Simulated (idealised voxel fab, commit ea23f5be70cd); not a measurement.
The process module that follows is named voxel released beams.
Shown is cross-section cut, with a width of 275 nm and square cells of size 5 nm.
In what follows, cross-sections appear as grids of square cells, described through bands that run from the top down, where every band is one or more rows of cells. Basically the band line says how high the top is and how high the bottom is, in nm, and then what's in it from left to right, every material with its width in nm. Empty space shows up as "air", and if a single material carries "edge to edge" it runs the full band edge to edge. Heights are reckoned from 0. Under this level, the received wafer is all of one material. The bottommost band is open-ended downward, for example "0 -> down". A width such as "30..40" changes by the same amount from each row of cells to the next, from the band's top row to its bottom row. Given "nothing was modified" for a step, no cell of the cross-section differs between before and after that step. What "Unvented cavities" gives you is every empty space of 8 cells or more that is cut off from the top. Each appears as width x height at distance, with the distance taken from the left edge and width, height and distance all in nm. Where a step's line continues beyond its settings, the continuation is a remark by the simulator itself on that step. The setting "overlay nm" may be written on the line of a step. When the step uses a mask, the value reports how far to the right of the planned place the mask lay, and a negative value reports that it lay to the left.

-- This section lists the process steps that were planned
1. RECEIVE [material Si]
2. CONFORMAL_DEP [material Al2O3] [thk nm 5]
3. DIRECTIONAL_DEP [material SiO2] [thk nm 10]
4. DIRECTIONAL_DEP [material aC] [thk nm 15]
5. PATTERN [tone open] [mask id ANCHOR] [material resist] [width nm 45] [thk nm 35] [overlay nm 0]
6. DIRECTIONAL_ETCH [etch materials aC] [depth nm 15]
7. STRIP [etch materials resist]
8. DIRECTIONAL_ETCH [etch materials SiO2] [depth nm 10]
9. STRIP [etch materials aC]
10. CONFORMAL_DEP [material polySi] [thk nm 15]
11. PATTERN [tone cover] [mask id BEAM] [material resist] [width nm 95] [thk nm 20] [overlay nm 0]
12. DIRECTIONAL_ETCH [etch materials polySi] [depth nm 15]
13. STRIP [etch materials resist]
14. STRIP [etch materials SiO2]

-- Cross-section of the incoming wafer, state after step 1
- 0 -> down: Si edge to edge
- Unvented cavities: none

-- a wafer at the end: this start, this plan, one mistake
- 30 -> 20: 85 of air; 20 of polySi; 15 of air; 60 of polySi; 95 of air
- 20 -> 15: 85 of air; 95 of polySi; 95 of air
- 15 -> 5: 90 of air; 45 of polySi; 140 of air
- 5 -> 0: polySi edge to edge
- 0 -> down: Si edge to edge
- Unvented cavities: none
Deviation noted in wafer processing: contrary to plan, step 2 was performed as CONFORMAL_DEP [material polySi] [thk nm 5]
